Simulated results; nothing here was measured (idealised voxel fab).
Herein follows the process module entitled voxel capacitor over wiring.
For reference, the cross-section in this document is cut, with width 165 nm and square cells of 5 nm.
Notation: cross-section as square-cell grid; stated in bands, top first, going down; one or more cell rows per band. The band entry comprises the height of the band's top followed by the height of its bottom, expressed in nm, and subsequently the band's materials from left to right, each stated together with its width in nm. Where a single material is marked with the word "everywhere", that material fills the band from edge to edge. The word "air" represents empty space. Height 0 is the level under which the wafer as received is all one material. The lowest band goes on downwards, as in "z 0 and below". A width such as "30->40" changes by the same amount from each row of cells to the next, from the band's top row to its bottom row. Given "nothing different" for a step, no cell of the cross-section differs between before and after that step. So "Sealed void list" is basically the list of trapped voids: any empty space of 8 cells or more that can't reach the top through an opening. They're written width x height at distance, the distance being from the left edge, and it's all nm. Whatever follows a step's settings on its line is a remark the simulator itself makes about that step. The "overlay nm" setting may appear on a step's line; for a step that uses a mask, it gives how far to the right of its planned position the mask lay, and a negative value indicates the left.
Planned process steps
1) RECEIVE: material Si
2) CONFORMAL_DEP: material SiO2, thk nm 15
3) DIRECTIONAL_DEP: material TiN, thk nm 5
4) DIRECTIONAL_DEP: material W, thk nm 15
5) PATTERN: tone cover, mask id METAL_1, material resist, width nm 30, pitch nm 90, thk nm 20, overlay nm 0
6) DIRECTIONAL_ETCH: etch materials W, depth nm 15
7) DIRECTIONAL_ETCH: etch materials TiN, depth nm 5
8) STRIP: etch materials resist
9) CONFORMAL_DEP: material SiN, thk nm 5
10) FILL_DEP: material lowk, thk nm 5
11) CMP: height nm 35
12) CONFORMAL_DEP: material SiCN, thk nm 5
13) DIRECTIONAL_DEP: material lowk, thk nm 10
14) PATTERN: tone open, mask id PLUG_1, material resist, width nm 15, thk nm 15, overlay nm 0
15) DIRECTIONAL_ETCH: etch materials lowk, depth nm 10
16) DIRECTIONAL_ETCH: etch materials SiCN, depth nm 5
17) STRIP: etch materials resist
18) CONFORMAL_DEP: material TiN, thk nm 5
19) FILL_DEP: material Cu, thk nm 5
20) CMP: height nm 50
21) DIRECTIONAL_DEP: material TiN, thk nm 10
22) DIRECTIONAL_DEP: material SiN, thk nm 5
23) DIRECTIONAL_DEP: material TiN, thk nm 5
24) MASKED_ETCH: tone cover, mask id UPPER_PLATE, width nm 65, etch materials TiN, depth nm 5, overlay nm 0
25) MASKED_ETCH: tone cover, mask id UPPER_PLATE, width nm 65, etch materials SiN, depth nm 5, overlay nm 0
26) DIRECTIONAL_DEP: material aC, thk nm 10
27) PATTERN: tone cover, mask id LOWER_PLATE, material resist, width nm 75, thk nm 30, overlay nm 0
28) DIRECTIONAL_ETCH: etch materials aC, depth nm 10
29) STRIP: etch materials resist
30) DIRECTIONAL_ETCH: etch materials TiN, depth nm 10
31) STRIP: etch materials aC
32) FILL_DEP: material SiO2, thk nm 20
33) CMP: height nm 85
34) DIRECTIONAL_DEP: material aC, thk nm 10
35) PATTERN: tone open, mask id PLUG_2, material resist, width nm 15, thk nm 25, overlay nm 0
36) DIRECTIONAL_ETCH: etch materials aC, depth nm 10
37) STRIP: etch materials resist
38) DIRECTIONAL_ETCH: etch materials SiO2, depth nm 15
39) STRIP: etch materials aC
40) CONFORMAL_DEP: material TiN, thk nm 5
41) FILL_DEP: material Cu, thk nm 10
42) CMP: height nm 85
43) CONFORMAL_DEP: material SiN, thk nm 5
Cross-section of the wafer at receipt, which is the condition after step 1
> z 0 and below: Si everywhere
> Sealed void list: none
First wafer of two, sectioned at end of module; run went per plan
> z 90 to 85: SiN everywhere
> z 85 to 75: SiO2: 45, then TiN: 5, then Cu: 5, then TiN: 5, then SiO2: 105
> z 75 to 65: SiO2: 45->35, then TiN: 15->65, then SiO2: 105->65
> z 65 to 60: SiO2: 35, then SiN: 65, then SiO2: 65
> z 60 to 50: SiO2: 30, then TiN: 75, then SiO2: 60
> z 50 to 40: lowk: 35, then TiN: 5, then Cu: 5, then TiN: 5, then lowk: 115
> z 40 to 35: SiCN: 35, then TiN: 15, then SiCN: 115
> z 35 to 20: lowk: 15, then SiN: 5, then W: 30, then SiN: 5, then lowk: 50, then SiN: 5, then W: 30, then SiN: 5, then lowk: 20
> z 20 to 15: SiN: 20, then TiN: 30, then SiN: 60, then TiN: 30, then SiN: 25
> z 15 to 0: SiO2 everywhere
> z 0 and below: Si everywhere
> Sealed void list: none
Second of two wafers, module complete, sectioned: it shares the first wafer's start and plan but was run with one mistake
> z 90 to 85: SiN everywhere
> z 85 to 75: SiO2: 45->35, then TiN: 15->65, then SiO2: 105->65
> z 75 to 65: SiO2: 30, then TiN: 75, then SiO2: 60
> z 65 to 60: SiN everywhere
> z 60 to 50: TiN everywhere
> z 50 to 40: lowk: 35, then TiN: 5, then Cu: 5, then TiN: 5, then lowk: 115
> z 40 to 35: SiCN: 35, then TiN: 15, then SiCN: 115
> z 35 to 20: lowk: 15, then SiN: 5, then W: 30, then SiN: 5, then lowk: 50, then SiN: 5, then W: 30, then SiN: 5, then lowk: 20
> z 20 to 15: SiN: 20, then TiN: 30, then SiN: 60, then TiN: 30, then SiN: 25
> z 15 to 0: SiO2 everywhere
> z 0 and below: Si everywhere
> Sealed void list: none
In executing the process, a mistake was made relative to the plan: step 23: run off-plan, actual operation and settings DIRECTIONAL_DEP: material TiN, thk nm 15
Upon completion, the second wafer contains, in terms of cells, a greater or smaller amount of certain materials than the first wafer: -2 Cu | +20 SiN | -80 SiO2 | +62 TiN
